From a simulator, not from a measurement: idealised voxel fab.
Process module under the name voxel fin reveal
245 nm wide, 5 nm square cells: that's cross-section cut.
Square cells in a grid make up a cross-section in this document, and the grid is given as bands, listed from the top down, each one or more rows of cells. This entry defines a band. It first specifies the height of the band's top and the height of its bottom in nm, and then specifies the band's materials from left to right, stating each material with its width in nm. The word "throughout" identifies a single material that fills the band from edge to edge, while the word "blank" identifies empty space. The level at which height equals 0 is the one under which the wafer, as it arrives, is entirely one material. No lower edge exists for the bottom band, which continues downward and is notated as in "0 down". A two-number width, for instance "30..40", indicates that the width is equal to the first number in the top row of the band and to the second number in the bottom row, and that it changes by a constant amount per row of cells. You'll sometimes find "nothing different" written for a step, and that's the way of saying that nowhere in the cross-section did a cell change during that step. If an empty space has no open way to the top and is at least 8 cells in size, "Enclosed cavities" lists it, written width x height at distance, where distance is measured from the left edge and every value is in nm. after a step's settings: what the simulator itself notes on the step. What "overlay nm" on a step's line means: if the step has a mask, that mask lay this far to the right of its planned place, or, when the value is negative, to the left.

-- The planned process steps are enumerated hereunder
1,RECEIVE (material Si)
2,CONFORMAL_DEP (material SiN; thk nm 10)
3,PATTERN (tone cover; mask id FINS; material resist; width nm 15; pitch nm 45; thk nm 15; overlay nm 0)
4,DIRECTIONAL_ETCH (etch materials SiN; depth nm 10)
5,DIRECTIONAL_ETCH (etch materials Si; depth nm 35)
6,STRIP (etch materials resist)
7,OXIDIZE (depth nm 5)
8,FILL_DEP (material SiO2; thk nm 5)
9,CMP (height nm 10)
10,SELECTIVE_ETCH (etch materials SiO2; depth nm 25)
11,STRIP (etch materials SiN)
12,CONFORMAL_DEP (material SiO2; thk nm 5)

-- As-received state of the wafer in cross-section, equivalent to post-step 1
  0 down  Si throughout
  Enclosed cavities: none

-- Post-module cross-section of the first of two wafers (run per plan)
  5 to 0  45 blank  15 SiO2  30 blank  15 SiO2  30 blank  15 SiO2  30 blank  15 SiO2  50 blank
  0 to -10  45 blank  5 SiO2  5 Si  5 SiO2  30 blank  5 SiO2  5 Si  5 SiO2  30 blank  5 SiO2  5 Si  5 SiO2  30 blank  5 SiO2  5 Si  5 SiO2  50 blank
  -10 to -40  50 SiO2  5 Si  40 SiO2  5 Si  40 SiO2  5 Si  40 SiO2  5 Si  55 SiO2
  -40 down  Si throughout
  Enclosed cavities: none

-- Module end: cross-section of wafer two of two. Same start and process plan as the first wafer. One mistake during execution
  5 to 0  50 blank  15 SiO2  30 blank  15 SiO2  30 blank  15 SiO2  30 blank  15 SiO2  45 blank
  0 to -10  50 blank  5 SiO2  5 Si  5 SiO2  30 blank  5 SiO2  5 Si  5 SiO2  30 blank  5 SiO2  5 Si  5 SiO2  30 blank  5 SiO2  5 Si  5 SiO2  45 blank
  -10 to -40  55 SiO2  5 Si  40 SiO2  5 Si  40 SiO2  5 Si  40 SiO2  5 Si  50 SiO2
  -40 down  Si throughout
  Enclosed cavities: none
Error vs. plan: step 3 went in with a setting other than planned; the actual run was PATTERN (tone cover; mask id FINS; material resist; width nm 15; pitch nm 45; thk nm 15; overlay nm 5)
Heads up: at the end the two wafers have identical cell counts per material, they're just laid out differently.
